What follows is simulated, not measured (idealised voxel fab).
The document below concerns the process module designated voxel wiring stack.
Section cut is 225 nm wide and gridded with 5 nm square cells.
Square cells in a grid make up a cross-section in this document, and the grid is given as bands, listed from the top down, each one or more rows of cells. Quick guide to a band line: top height, bottom height (nm) up front; then every material left to right with its width in nm. Only one material and it's marked "all across"? Then it fills the band edge to edge. And "blank" just means empty space. For the purposes of this specification, 0 denotes the height below which the wafer in its as-received condition is composed wholly of one material, and the lowermost band, lacking a lower limit, extends downward without end, as expressed in "0 and below". A width such as "30 to 40" changes by the same amount from each row of cells to the next, from the band's top row to its bottom row. "stayed the same", as given for a step, is the statement that not any cell of the cross-section underwent a change during that step. In the "Trapped cavities" entry, you get each enclosed empty space of 8 cells or more, one with no open way to the top, written width x height at distance, distance from the left edge, in nm. That trailing text on a step's line, after the settings, is the simulator's own remark on the step. Each step line may optionally specify "overlay nm", which for a step with a mask gives the rightward distance between the mask's planned place and where it lay, a negative value indicating the leftward direction.
Planned process steps:
1) RECEIVE [material Si]
2) CONFORMAL_DEP [material SiO2] [thk nm 10]
3) CONFORMAL_DEP [material SiN] [thk nm 5]
4) DIRECTIONAL_DEP [material SiO2] [thk nm 20]
5) DIRECTIONAL_DEP [material aC] [thk nm 10]
6) PATTERN [tone open] [mask id METAL_1] [material resist] [width nm 30] [pitch nm 55] [thk nm 25] [overlay nm 0]
7) DIRECTIONAL_ETCH [etch materials aC] [depth nm 10]
8) STRIP [etch materials resist]
9) DIRECTIONAL_ETCH [etch materials SiO2] [depth nm 20]
10) DIRECTIONAL_ETCH [etch materials SiN] [depth nm 5]
11) STRIP [etch materials aC]
12) CONFORMAL_DEP [material TiN] [thk nm 5]
13) FILL_DEP [material Cu] [thk nm 5]
14) CMP [height nm 35]
15) CONFORMAL_DEP [material SiCN] [thk nm 5]
16) DIRECTIONAL_DEP [material lowk] [thk nm 10]
17) DIRECTIONAL_DEP [material aC] [thk nm 10]
18) PATTERN [tone open] [mask id PLUG_1] [material resist] [width nm 15] [thk nm 30] [overlay nm 0]
19) DIRECTIONAL_ETCH [etch materials aC] [depth nm 10]
20) STRIP [etch materials resist]
21) DIRECTIONAL_ETCH [etch materials lowk] [depth nm 10]
22) DIRECTIONAL_ETCH [etch materials SiCN] [depth nm 5]
23) STRIP [etch materials aC]
24) EPI [material Ru] [thk nm 10]
25) EPI [material Ru] [thk nm 5]
26) CONFORMAL_DEP [material SiN] [thk nm 5]
27) DIRECTIONAL_DEP [material lowk] [thk nm 15]
28) DIRECTIONAL_DEP [material aC] [thk nm 15]
29) PATTERN [tone open] [mask id METAL_2] [material resist] [width nm 30] [pitch nm 55] [thk nm 30] [overlay nm 0]
30) DIRECTIONAL_ETCH [etch materials aC] [depth nm 15]
31) STRIP [etch materials resist]
32) DIRECTIONAL_ETCH [etch materials lowk] [depth nm 15]
33) DIRECTIONAL_ETCH [etch materials SiN] [depth nm 5]
34) STRIP [etch materials aC]
35) CONFORMAL_DEP [material TiN] [thk nm 5]
36) FILL_DEP [material Ru] [thk nm 10]
37) CMP [height nm 70]
38) CONFORMAL_DEP [material SiCN] [thk nm 5]
39) DIRECTIONAL_DEP [material SiO2] [thk nm 30]
40) PATTERN [tone open] [mask id METAL_3_HOLES] [material resist] [width nm 15] [thk nm 20] [overlay nm 0]
41) DIRECTIONAL_ETCH [etch materials SiO2] [depth nm 30]
42) STRIP [etch materials resist]
43) MASKED_ETCH [tone open] [mask id METAL_3] [width nm 30] [pitch nm 55] [etch materials SiO2] [depth nm 15] [overlay nm 0]
44) MASKED_ETCH [tone open] [mask id METAL_3] [width nm 30] [pitch nm 55] [etch materials SiCN] [depth nm 5] [overlay nm 0]
45) CONFORMAL_DEP [material TiN] [thk nm 5]
46) FILL_DEP [material Ru] [thk nm 10]
47) CMP [height nm 105]
48) CONFORMAL_DEP [material SiCN] [thk nm 5]
first wafer, as planned:
Wafer cross-section on receipt, i.e. after step 1:
    0 and below  Si all across
    Trapped cavities: none
The following cross-section depicts the wafer upon completion of step 2:
    10 down to 0  SiO2 all across
    Under the height 0 nothing was changed.
The following cross-section depicts the wafer upon completion of step 3:
    15 down to 10  SiN all across
    Under the height 10 nothing was changed.
The following cross-section depicts the wafer upon completion of step 4:
    35 down to 15  SiO2 all across
    Under the height 15 nothing was changed.
The following cross-section depicts the wafer upon completion of step 5:
    45 down to 35  aC all across
    Under the height 35 nothing was changed.
The following cross-section depicts the wafer upon completion of step 6:
    70 down to 45  70 resist; 30 blank; 25 resist; 30 blank; 70 resist
    Under the height 45 nothing was changed.
The following cross-section depicts the wafer upon completion of step 7:
    60 down to 45  70 resist; 30 blank; 25 resist; 30 blank; 70 resist
    45 down to 35  70 aC; 30 blank; 25 aC; 30 blank; 70 aC
    Under the height 35 nothing was changed.
The following cross-section depicts the wafer upon completion of step 8:
    45 down to 35  70 aC; 30 blank; 25 aC; 30 blank; 70 aC
    Under the height 35 nothing was changed.
The following cross-section depicts the wafer upon completion of step 9:
    45 down to 35  70 aC; 30 blank; 25 aC; 30 blank; 70 aC
    35 down to 15  70 SiO2; 30 blank; 25 SiO2; 30 blank; 70 SiO2
    Under the height 15 nothing was changed.
The following cross-section depicts the wafer upon completion of step 10:
    45 down to 35  70 aC; 30 blank; 25 aC; 30 blank; 70 aC
    35 down to 15  70 SiO2; 30 blank; 25 SiO2; 30 blank; 70 SiO2
    15 down to 10  70 SiN; 30 blank; 25 SiN; 30 blank; 70 SiN
    Under the height 10 nothing was changed.
The following cross-section depicts the wafer upon completion of step 11:
    35 down to 15  70 SiO2; 30 blank; 25 SiO2; 30 blank; 70 SiO2
    Under the height 15 nothing was changed.
The following cross-section depicts the wafer upon completion of step 12:
    40 down to 35  75 TiN; 20 blank; 35 TiN; 20 blank; 75 TiN
    35 down to 15  70 SiO2; 5 TiN; 20 blank; 5 TiN; 25 SiO2; 5 TiN; 20 blank; 5 TiN; 70 SiO2
    15 down to 10  70 SiN; 30 TiN; 25 SiN; 30 TiN; 70 SiN
    Under the height 10 nothing was changed.
The following cross-section depicts the wafer upon completion of step 13:
    45 down to 40  Cu all across
    40 down to 35  75 TiN; 20 Cu; 35 TiN; 20 Cu; 75 TiN
    35 down to 15  70 SiO2; 5 TiN; 20 Cu; 5 TiN; 25 SiO2; 5 TiN; 20 Cu; 5 TiN; 70 SiO2
    Under the height 15 nothing was changed.
The following cross-section depicts the wafer upon completion of step 14:
    35 down to 15  70 SiO2; 5 TiN; 20 Cu; 5 TiN; 25 SiO2; 5 TiN; 20 Cu; 5 TiN; 70 SiO2
    Under the height 15 nothing was changed.
The following cross-section depicts the wafer upon completion of step 15:
    40 down to 35  SiCN all across
    Under the height 35 nothing was changed.
The following cross-section depicts the wafer upon completion of step 16:
    50 down to 40  lowk all across
    Under the height 40 nothing was changed.
The following cross-section depicts the wafer upon completion of step 17:
    60 down to 50  aC all across
    Under the height 50 nothing was changed.
The following cross-section depicts the wafer upon completion of step 18:
    90 down to 60  70 resist; 15 blank; 140 resist
    Under the height 60 nothing was changed.
The following cross-section depicts the wafer upon completion of step 19:
    80 down to 60  70 resist; 15 blank; 140 resist
    60 down to 50  70 aC; 15 blank; 140 aC
    Under the height 50 nothing was changed.
The following cross-section depicts the wafer upon completion of step 20:
    60 down to 50  70 aC; 15 blank; 140 aC
    Under the height 50 nothing was changed.
The following cross-section depicts the wafer upon completion of step 21:
    60 down to 50  70 aC; 15 blank; 140 aC
    50 down to 40  70 lowk; 15 blank; 140 lowk
    Under the height 40 nothing was changed.
The following cross-section depicts the wafer upon completion of step 22:
    60 down to 50  70 aC; 15 blank; 140 aC
    50 down to 40  70 lowk; 15 blank; 140 lowk
    40 down to 35  70 SiCN; 15 blank; 140 SiCN
    Under the height 35 nothing was changed.
The following cross-section depicts the wafer upon completion of step 23:
    50 down to 40  70 lowk; 15 blank; 140 lowk
    Under the height 40 nothing was changed.
The following cross-section depicts the wafer upon completion of step 24:
    50 down to 45  70 lowk; 15 blank; 140 lowk
    45 down to 40  70 lowk; 15 Ru; 140 lowk
    40 down to 35  70 SiCN; 15 Ru; 140 SiCN
    Under the height 35 nothing was changed.
The following cross-section depicts the wafer upon completion of step 25:
    50 down to 40  70 lowk; 15 Ru; 140 lowk
    Under the height 40 nothing was changed.
The following cross-section depicts the wafer upon completion of step 26:
    55 down to 50  SiN all across
    Under the height 50 nothing was changed.
The following cross-section depicts the wafer upon completion of step 27:
    70 down to 55  lowk all across
    Under the height 55 nothing was changed.
The following cross-section depicts the wafer upon completion of step 28:
    85 down to 70  aC all across
    Under the height 70 nothing was changed.
The following cross-section depicts the wafer upon completion of step 29:
    115 down to 85  70 resist; 30 blank; 25 resist; 30 blank; 70 resist
    Under the height 85 nothing was changed.
The following cross-section depicts the wafer upon completion of step 30:
    100 down to 85  70 resist; 30 blank; 25 resist; 30 blank; 70 resist
    85 down to 70  70 aC; 30 blank; 25 aC; 30 blank; 70 aC
    Under the height 70 nothing was changed.
The following cross-section depicts the wafer upon completion of step 31:
    85 down to 70  70 aC; 30 blank; 25 aC; 30 blank; 70 aC
    Under the height 70 nothing was changed.
The following cross-section depicts the wafer upon completion of step 32:
    85 down to 70  70 aC; 30 blank; 25 aC; 30 blank; 70 aC
    70 down to 55  70 lowk; 30 blank; 25 lowk; 30 blank; 70 lowk
    Under the height 55 nothing was changed.
The following cross-section depicts the wafer upon completion of step 33:
    85 down to 70  70 aC; 30 blank; 25 aC; 30 blank; 70 aC
    70 down to 55  70 lowk; 30 blank; 25 lowk; 30 blank; 70 lowk
    55 down to 50  70 SiN; 30 blank; 25 SiN; 30 blank; 70 SiN
    Under the height 50 nothing was changed.
The following cross-section depicts the wafer upon completion of step 34:
    70 down to 55  70 lowk; 30 blank; 25 lowk; 30 blank; 70 lowk
    Under the height 55 nothing was changed.
The following cross-section depicts the wafer upon completion of step 35:
    75 down to 70  75 TiN; 20 blank; 35 TiN; 20 blank; 75 TiN
    70 down to 55  70 lowk; 5 TiN; 20 blank; 5 TiN; 25 lowk; 5 TiN; 20 blank; 5 TiN; 70 lowk
    55 down to 50  70 SiN; 30 TiN; 25 SiN; 30 TiN; 70 SiN
    Under the height 50 nothing was changed.
The following cross-section depicts the wafer upon completion of step 36:
    85 down to 75  Ru all across
    75 down to 70  75 TiN; 20 Ru; 35 TiN; 20 Ru; 75 TiN
    70 down to 55  70 lowk; 5 TiN; 20 Ru; 5 TiN; 25 lowk; 5 TiN; 20 Ru; 5 TiN; 70 lowk
    Under the height 55 nothing was changed.
The following cross-section depicts the wafer upon completion of step 37:
    70 down to 55  70 lowk; 5 TiN; 20 Ru; 5 TiN; 25 lowk; 5 TiN; 20 Ru; 5 TiN; 70 lowk
    Under the height 55 nothing was changed.
The following cross-section depicts the wafer upon completion of step 38:
    75 down to 70  SiCN all across
    Under the height 70 nothing was changed.
The following cross-section depicts the wafer upon completion of step 39:
    105 down to 75  SiO2 all across
    Under the height 75 nothing was changed.
The following cross-section depicts the wafer upon completion of step 40:
    125 down to 105  70 resist; 15 blank; 140 resist
    Under the height 105 nothing was changed.
The following cross-section depicts the wafer upon completion of step 41:
    125 down to 105  70 resist; 15 blank; 140 resist
    105 down to 75  70 SiO2; 15 blank; 140 SiO2
    Under the height 75 nothing was changed.
The following cross-section depicts the wafer upon completion of step 42:
    105 down to 75  70 SiO2; 15 blank; 140 SiO2
    Under the height 75 nothing was changed.
The following cross-section depicts the wafer upon completion of step 43:
    105 down to 90  70 SiO2; 30 blank; 25 SiO2; 30 blank; 70 SiO2
    Under the height 90 nothing was changed.
The following cross-section depicts the wafer upon completion of step 44:
    105 down to 90  70 SiO2; 30 blank; 25 SiO2; 30 blank; 70 SiO2
    90 down to 75  70 SiO2; 15 blank; 140 SiO2
    75 down to 70  70 SiCN; 15 blank; 140 SiCN
    Under the height 70 nothing was changed.
The following cross-section depicts the wafer upon completion of step 45:
    110 down to 105  75 TiN; 20 blank; 35 TiN; 20 blank; 75 TiN
    105 down to 95  70 SiO2; 5 TiN; 20 blank; 5 TiN; 25 SiO2; 5 TiN; 20 blank; 5 TiN; 70 SiO2
    95 down to 90  70 SiO2; 5 TiN; 5 blank; 20 TiN; 25 SiO2; 30 TiN; 70 SiO2
    90 down to 75  70 SiO2; 5 TiN; 5 blank; 5 TiN; 140 SiO2
    75 down to 70  70 SiCN; 15 TiN; 140 SiCN
    Under the height 70 nothing was changed.
The following cross-section depicts the wafer upon completion of step 46:
    120 down to 110  Ru all across
    110 down to 105  75 TiN; 20 Ru; 35 TiN; 20 Ru; 75 TiN
    105 down to 95  70 SiO2; 5 TiN; 20 Ru; 5 TiN; 25 SiO2; 5 TiN; 20 Ru; 5 TiN; 70 SiO2
    95 down to 90  70 SiO2; 5 TiN; 5 Ru; 20 TiN; 25 SiO2; 30 TiN; 70 SiO2
    90 down to 75  70 SiO2; 5 TiN; 5 Ru; 5 TiN; 140 SiO2
    Under the height 75 nothing was changed.
The following cross-section depicts the wafer upon completion of step 47:
    105 down to 95  70 SiO2; 5 TiN; 20 Ru; 5 TiN; 25 SiO2; 5 TiN; 20 Ru; 5 TiN; 70 SiO2
    Under the height 95 nothing was changed.
The following cross-section depicts the wafer upon completion of step 48:
    110 down to 105  SiCN all across
    Under the height 105 nothing was changed.
Regarding the second of the two wafers: it shared the first wafer's starting condition and process plan, yet one error occurred during its execution. Its history coincides with that of the first wafer up to and including step 42:
Second wafer: cross-section at the scheduled end of step 43:
    105 down to 90  70 SiO2; 35 blank; 20 SiO2; 35 blank; 65 SiO2
    Under the height 90 nothing was changed.
Second wafer: cross-section at the scheduled end of step 44:
    105 down to 90  70 SiO2; 35 blank; 20 SiO2; 35 blank; 65 SiO2
    90 down to 75  70 SiO2; 15 blank; 140 SiO2
    75 down to 70  70 SiCN; 15 blank; 140 SiCN
    Under the height 70 nothing was changed.
Second wafer: cross-section at the scheduled end of step 45:
    110 down to 105  75 TiN; 25 blank; 30 TiN; 25 blank; 70 TiN
    105 down to 95  70 SiO2; 5 TiN; 25 blank; 5 TiN; 20 SiO2; 5 TiN; 25 blank; 5 TiN; 65 SiO2
    95 down to 90  70 SiO2; 5 TiN; 5 blank; 25 TiN; 20 SiO2; 35 TiN; 65 SiO2
    90 down to 75  70 SiO2; 5 TiN; 5 blank; 5 TiN; 140 SiO2
    75 down to 70  70 SiCN; 15 TiN; 140 SiCN
    Under the height 70 nothing was changed.
Second wafer: cross-section at the scheduled end of step 46:
    120 down to 110  Ru all across
    110 down to 105  75 TiN; 25 Ru; 30 TiN; 25 Ru; 70 TiN
    105 down to 95  70 SiO2; 5 TiN; 25 Ru; 5 TiN; 20 SiO2; 5 TiN; 25 Ru; 5 TiN; 65 SiO2
    95 down to 90  70 SiO2; 5 TiN; 5 Ru; 25 TiN; 20 SiO2; 35 TiN; 65 SiO2
    90 down to 75  70 SiO2; 5 TiN; 5 Ru; 5 TiN; 140 SiO2
    Under the height 75 nothing was changed.
Second wafer: cross-section at the scheduled end of step 47:
    105 down to 95  70 SiO2; 5 TiN; 25 Ru; 5 TiN; 20 SiO2; 5 TiN; 25 Ru; 5 TiN; 65 SiO2
    Under the height 95 nothing was changed.
Second wafer: cross-section at the scheduled end of step 48:
    110 down to 105  SiCN all across
    Under the height 105 nothing was changed.
What broke from the plan during processing? for step 43, the planned setting was not used; the step was instead run as MASKED_ETCH [tone open] [mask id METAL_3] [width nm 35] [pitch nm 55] [etch materials SiO2] [depth nm 15] [overlay nm 0]
Counted in cells at the end, the second wafer holds more or fewer of these materials than the first: +4 Ru | -6 SiO2 | +2 TiN
